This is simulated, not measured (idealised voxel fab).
The name of this process module is voxel lift off.
Cross-section cut spans 245 nm and uses square cells 5 nm in size.
If you're reading a cross-section in this doc, picture square cells in a grid; it comes to you as bands, top ones listed first down to the bottom, and a band can be one or more rows of cells.
In this notation a band is specified by the heights of its top and bottom, in that order and in nm, after which its materials appear from left to right, each paired with its width in nm. The word "everywhere" attached to a single material means that material fills the band from edge to edge; the word "blank" stands for empty space.
Zero point of the height axis is 0; under it, received wafer = one material. Lowest band: continues down indefinitely, "z 0 and below".
Note: "30..40" means the width goes from the first number (top row of the band) to the second number (bottom row) in equal steps per row of cells.
For the purposes of this document, the phrase "nothing got changed" attached to a step denotes that no cell within the cross-section was modified by that step.
For the entry "Voids, fully enclosed", the listed items are empty spaces with no open way to the top whose size is 8 cells or more; each item follows the pattern width x height at distance, where distance is from the left edge and all three are in nm.
On a step's line, text after the settings is the simulator commenting on that step.
If you see "overlay nm" on a step's line and that step has a mask, it's telling you how far right of where it was planned the mask ended up; a negative number means it went left instead.

**The following list gives the planned process steps**
1,RECEIVE | material Si
2,CONFORMAL_DEP | material Al2O3 | thk nm 5
3,PATTERN | tone open | mask id LINES | material resist | width nm 25 | pitch nm 45 | thk nm 20 | overlay nm 0
4,DIRECTIONAL_DEP | material Ru | thk nm 5
5,STRIP | etch materials resist
6,CONFORMAL_DEP | material SiO2 | thk nm 10

**Cross-section of the wafer upon arrival, representing the state reached after step 1**
- z 0 and below: Si everywhere
- Voids, fully enclosed: none

**End-of-module XS, first of two wafers, run as planned**
- z 20 to 15: blank: 30, SiO2: 180, blank: 35
- z 15 to 10: SiO2 everywhere
- z 10 to 5: SiO2: 40, Ru: 25, SiO2: 20, Ru: 25, SiO2: 20, Ru: 25, SiO2: 20, Ru: 25, SiO2: 45
- z 5 to 0: Al2O3 everywhere
- z 0 and below: Si everywhere
- Voids, fully enclosed: none

**The second wafer, shown in cross-section after the module: started the same way as the first and given the same plan, yet one mistake crept into how it was run**
- z 25 to 20: blank: 25, SiO2: 190, blank: 30
- z 20 to 10: SiO2 everywhere
- z 10 to 5: SiO2: 40, Ru: 25, SiO2: 20, Ru: 25, SiO2: 20, Ru: 25, SiO2: 20, Ru: 25, SiO2: 45
- z 5 to 0: Al2O3 everywhere
- z 0 and below: Si everywhere
- Voids, fully enclosed: none
Run error: for step 6, the planned setting was not used; the step was instead run as CONFORMAL_DEP | material SiO2 | thk nm 15
Cell-count delta at end, second wafer over first, by material: +51 SiO2
